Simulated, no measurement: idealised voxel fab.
Presented below is a process module, voxel gate over fins.
Each square cell in cross-section cut measures 5 nm, and the section as a whole is 155 nm wide.
We lay out every cross-section as a grid of square cells and spell it out in bands from the top down, where one band means one or more rows of cells. First you get the band's top height and its bottom height, in nm, and then the materials it's made of, left to right, with each width in nm. If you see a single material with "full width", that one covers the band edge to edge. "empty" is empty space. Counting heights begins at 0, where everything beneath is, in the wafer as received, one material. The lowest band has no bottom; it goes on downwards, as "top 0, no bottom" shows. Quick explanation for "30 to 40": the width changes in equal steps down the rows of cells, from the first number in the band's top row to the second number in its bottom row. "changes: none" means the step left every cell of the cross-section as it was. Entry "Enclosed cavity list" = empty spaces >= 8 cells with no open way to the top; each as width x height at distance, distance from left edge, all nm. Where a step's line continues beyond its settings, the continuation is a remark by the simulator itself on that step. overlay nm, on a step with a mask: how far to the right of its planned place the mask lay; to the left if negative.
Process steps foreseen in the plan:
- 1: RECEIVE,material Si
- 2: CONFORMAL_DEP,material SiN,thk nm 10
- 3: DIRECTIONAL_DEP,material aC,thk nm 15
- 4: PATTERN,tone cover,mask id FINS,material resist,width nm 15,pitch nm 50,thk nm 35,overlay nm 0
- 5: DIRECTIONAL_ETCH,etch materials aC,depth nm 15
- 6: STRIP,etch materials resist
- 7: DIRECTIONAL_ETCH,etch materials SiN,depth nm 10
- 8: DIRECTIONAL_ETCH,etch materials Si,depth nm 35
- 9: STRIP,etch materials aC
- 10: FILL_DEP,material SiO2,thk nm 5
- 11: CMP,height nm 10
- 12: DIRECTIONAL_DEP,material aC,thk nm 10
- 13: PATTERN,tone open,mask id RAIL,material resist,width nm 15,thk nm 30,overlay nm 0
- 14: DIRECTIONAL_ETCH,etch materials aC,depth nm 10
- 15: STRIP,etch materials resist
- 16: DIRECTIONAL_ETCH,etch materials SiO2,depth nm 40
- 17: STRIP,etch materials aC
- 18: CONFORMAL_DEP,material TiN,thk nm 5
- 19: FILL_DEP,material W,thk nm 5
- 20: CMP,height nm 10
- 21: SELECTIVE_ETCH,etch materials W Ru TiN,depth nm 25
- 22: FILL_DEP,material SiO2,thk nm 5
- 23: CMP,height nm 10
- 24: SELECTIVE_ETCH,etch materials SiO2,depth nm 20
- 25: STRIP,etch materials SiN
- 26: CONFORMAL_DEP,material HfO2,thk nm 5
- 27: CONFORMAL_DEP,material TiN,thk nm 5
- 28: FILL_DEP,material W,thk nm 15
- 29: CMP,height nm 20
- 30: CONFORMAL_DEP,material SiN,thk nm 10
First wafer out of two, processed as planned:
Incoming wafer, cross-sectional view, post step 1:
* top 0, no bottom: Si full width
* Enclosed cavity list: none
Cross-section: wafer state after step 2:
* top 10, bottom 0: SiN full width
* Note: structure below 0 unchanged.
Cross-section: wafer state after step 3:
* top 25, bottom 10: aC full width
* Note: structure below 10 unchanged.
Cross-section: wafer state after step 4:
* top 60, bottom 25: empty 20 | resist 15 | empty 35 | resist 15 | empty 35 | resist 15 | empty 20
* Note: structure below 25 unchanged.
Cross-section: wafer state after step 5:
* top 45, bottom 25: empty 20 | resist 15 | empty 35 | resist 15 | empty 35 | resist 15 | empty 20
* top 25, bottom 10: empty 20 | aC 15 | empty 35 | aC 15 | empty 35 | aC 15 | empty 20
* Note: structure below 10 unchanged.
Cross-section: wafer state after step 6:
* top 25, bottom 10: empty 20 | aC 15 | empty 35 | aC 15 | empty 35 | aC 15 | empty 20
* Note: structure below 10 unchanged.
Cross-section: wafer state after step 7:
* top 25, bottom 10: empty 20 | aC 15 | empty 35 | aC 15 | empty 35 | aC 15 | empty 20
* top 10, bottom 0: empty 20 | SiN 15 | empty 35 | SiN 15 | empty 35 | SiN 15 | empty 20
* Note: structure below 0 unchanged.
Cross-section: wafer state after step 8:
* top 25, bottom 10: empty 20 | aC 15 | empty 35 | aC 15 | empty 35 | aC 15 | empty 20
* top 10, bottom 0: empty 20 | SiN 15 | empty 35 | SiN 15 | empty 35 | SiN 15 | empty 20
* top 0, bottom -35: empty 20 | Si 15 | empty 35 | Si 15 | empty 35 | Si 15 | empty 20
* Note: structure below -35 unchanged.
Cross-section: wafer state after step 9:
* top 10, bottom 0: empty 20 | SiN 15 | empty 35 | SiN 15 | empty 35 | SiN 15 | empty 20
* Note: structure below 0 unchanged.
Cross-section: wafer state after step 10:
* top 15, bottom 10: SiO2 full width
* top 10, bottom 0: SiO2 20 | SiN 15 | SiO2 35 | SiN 15 | SiO2 35 | SiN 15 | SiO2 20
* top 0, bottom -35: SiO2 20 | Si 15 | SiO2 35 | Si 15 | SiO2 35 | Si 15 | SiO2 20
* Note: structure below -35 unchanged.
Cross-section: wafer state after step 11:
* top 10, bottom 0: SiO2 20 | SiN 15 | SiO2 35 | SiN 15 | SiO2 35 | SiN 15 | SiO2 20
* Note: structure below 0 unchanged.
Cross-section: wafer state after step 12:
* top 20, bottom 10: aC full width
* Note: structure below 10 unchanged.
Cross-section: wafer state after step 13:
* top 50, bottom 20: resist 45 | empty 15 | resist 95
* Note: structure below 20 unchanged.
Cross-section: wafer state after step 14:
* top 40, bottom 20: resist 45 | empty 15 | resist 95
* top 20, bottom 10: aC 45 | empty 15 | aC 95
* Note: structure below 10 unchanged.
Cross-section: wafer state after step 15:
* top 20, bottom 10: aC 45 | empty 15 | aC 95
* Note: structure below 10 unchanged.
Cross-section: wafer state after step 16:
* top 20, bottom 10: aC 45 | empty 15 | aC 95
* top 10, bottom 0: SiO2 20 | SiN 15 | SiO2 10 | empty 15 | SiO2 10 | SiN 15 | SiO2 35 | SiN 15 | SiO2 20
* top 0, bottom -30: SiO2 20 | Si 15 | SiO2 10 | empty 15 | SiO2 10 | Si 15 | SiO2 35 | Si 15 | SiO2 20
* Note: structure below -30 unchanged.
Cross-section: wafer state after step 17:
* top 10, bottom 0: SiO2 20 | SiN 15 | SiO2 10 | empty 15 | SiO2 10 | SiN 15 | SiO2 35 | SiN 15 | SiO2 20
* Note: structure below 0 unchanged.
Cross-section: wafer state after step 18:
* top 15, bottom 10: TiN 50 | empty 5 | TiN 100
* top 10, bottom 0: SiO2 20 | SiN 15 | SiO2 10 | TiN 5 | empty 5 | TiN 5 | SiO2 10 | SiN 15 | SiO2 35 | SiN 15 | SiO2 20
* top 0, bottom -25: SiO2 20 | Si 15 | SiO2 10 | TiN 5 | empty 5 | TiN 5 | SiO2 10 | Si 15 | SiO2 35 | Si 15 | SiO2 20
* top -25, bottom -30: SiO2 20 | Si 15 | SiO2 10 | TiN 15 | SiO2 10 | Si 15 | SiO2 35 | Si 15 | SiO2 20
* Note: structure below -30 unchanged.
Cross-section: wafer state after step 19:
* top 20, bottom 15: W full width
* top 15, bottom 10: TiN 50 | W 5 | TiN 100
* top 10, bottom 0: SiO2 20 | SiN 15 | SiO2 10 | TiN 5 | W 5 | TiN 5 | SiO2 10 | SiN 15 | SiO2 35 | SiN 15 | SiO2 20
* top 0, bottom -25: SiO2 20 | Si 15 | SiO2 10 | TiN 5 | W 5 | TiN 5 | SiO2 10 | Si 15 | SiO2 35 | Si 15 | SiO2 20
* Note: structure below -25 unchanged.
Cross-section: wafer state after step 20:
* top 10, bottom 0: SiO2 20 | SiN 15 | SiO2 10 | TiN 5 | W 5 | TiN 5 | SiO2 10 | SiN 15 | SiO2 35 | SiN 15 | SiO2 20
* Note: structure below 0 unchanged.
Cross-section: wafer state after step 21:
* top 10, bottom 0: SiO2 20 | SiN 15 | SiO2 10 | empty 15 | SiO2 10 | SiN 15 | SiO2 35 | SiN 15 | SiO2 20
* top 0, bottom -15: SiO2 20 | Si 15 | SiO2 10 | empty 15 | SiO2 10 | Si 15 | SiO2 35 | Si 15 | SiO2 20
* Note: structure below -15 unchanged.
Cross-section: wafer state after step 22:
* top 15, bottom 10: SiO2 full width
* top 10, bottom 0: SiO2 20 | SiN 15 | SiO2 35 | SiN 15 | SiO2 35 | SiN 15 | SiO2 20
* top 0, bottom -15: SiO2 20 | Si 15 | SiO2 35 | Si 15 | SiO2 35 | Si 15 | SiO2 20
* Note: structure below -15 unchanged.
Cross-section: wafer state after step 23:
* top 10, bottom 0: SiO2 20 | SiN 15 | SiO2 35 | SiN 15 | SiO2 35 | SiN 15 | SiO2 20
* Note: structure below 0 unchanged.
Cross-section: wafer state after step 24:
* top 10, bottom 0: empty 20 | SiN 15 | empty 35 | SiN 15 | empty 35 | SiN 15 | empty 20
* top 0, bottom -10: empty 20 | Si 15 | empty 35 | Si 15 | empty 35 | Si 15 | empty 20
* Note: structure below -10 unchanged.
Cross-section: wafer state after step 25:
* top 0, bottom -10: empty 20 | Si 15 | empty 35 | Si 15 | empty 35 | Si 15 | empty 20
* Note: structure below -10 unchanged.
Cross-section: wafer state after step 26:
* top 5, bottom 0: empty 15 | HfO2 25 | empty 25 | HfO2 25 | empty 25 | HfO2 25 | empty 15
* top 0, bottom -5: empty 15 | HfO2 5 | Si 15 | HfO2 5 | empty 25 | HfO2 5 | Si 15 | HfO2 5 | empty 25 | HfO2 5 | Si 15 | HfO2 5 | empty 15
* top -5, bottom -10: HfO2 20 | Si 15 | HfO2 35 | Si 15 | HfO2 35 | Si 15 | HfO2 20
* Note: structure below -10 unchanged.
Cross-section: wafer state after step 27:
* top 10, bottom 5: empty 10 | TiN 35 | empty 15 | TiN 35 | empty 15 | TiN 35 | empty 10
* top 5, bottom 0: empty 10 | TiN 5 | HfO2 25 | TiN 5 | empty 15 | TiN 5 | HfO2 25 | TiN 5 | empty 15 | TiN 5 | HfO2 25 | TiN 5 | empty 10
* top 0, bottom -5: TiN 15 | HfO2 5 | Si 15 | HfO2 5 | TiN 25 | HfO2 5 | Si 15 | HfO2 5 | TiN 25 | HfO2 5 | Si 15 | HfO2 5 | TiN 15
* Note: structure below -5 unchanged.
Cross-section: wafer state after step 28:
* top 25, bottom 10: W full width
* top 10, bottom 5: W 10 | TiN 35 | W 15 | TiN 35 | W 15 | TiN 35 | W 10
* top 5, bottom 0: W 10 | TiN 5 | HfO2 25 | TiN 5 | W 15 | TiN 5 | HfO2 25 | TiN 5 | W 15 | TiN 5 | HfO2 25 | TiN 5 | W 10
* Note: structure below 0 unchanged.
Cross-section: wafer state after step 29:
* top 20, bottom 10: W full width
* Note: structure below 10 unchanged.
Cross-section: wafer state after step 30:
* top 30, bottom 20: SiN full width
* Note: structure below 20 unchanged.
The Second Wafer: Common Origin and Plan, One Mistake in Execution, Identical to the First Through Step 25:
Cross-section of the second wafer corresponding to the planned conclusion of step 26: changes: none
Cross-section of the second wafer corresponding to the planned conclusion of step 27:
* top 5, bottom 0: empty 15 | TiN 25 | empty 25 | TiN 25 | empty 25 | TiN 25 | empty 15
* top 0, bottom -5: empty 15 | TiN 5 | Si 15 | TiN 5 | empty 25 | TiN 5 | Si 15 | TiN 5 | empty 25 | TiN 5 | Si 15 | TiN 5 | empty 15
* top -5, bottom -10: TiN 20 | Si 15 | TiN 35 | Si 15 | TiN 35 | Si 15 | TiN 20
* Note: structure below -10 unchanged.
Cross-section of the second wafer corresponding to the planned conclusion of step 28:
* top 20, bottom 5: W full width
* top 5, bottom 0: W 15 | TiN 25 | W 25 | TiN 25 | W 25 | TiN 25 | W 15
* top 0, bottom -5: W 15 | TiN 5 | Si 15 | TiN 5 | W 25 | TiN 5 | Si 15 | TiN 5 | W 25 | TiN 5 | Si 15 | TiN 5 | W 15
* Note: structure below -5 unchanged.
Cross-section of the second wafer corresponding to the planned conclusion of step 29: changes: none
Cross-section of the second wafer corresponding to the planned conclusion of step 30:
* top 30, bottom 20: SiN full width
* Note: structure below 20 unchanged.
It is concluded that the wafer was processed incorrectly with respect to the plan, in that step 26 of the plan did not run at all; it was left out
Final wafer comparison in cells, second versus first, more or fewer per material: -43 HfO2; +43 W
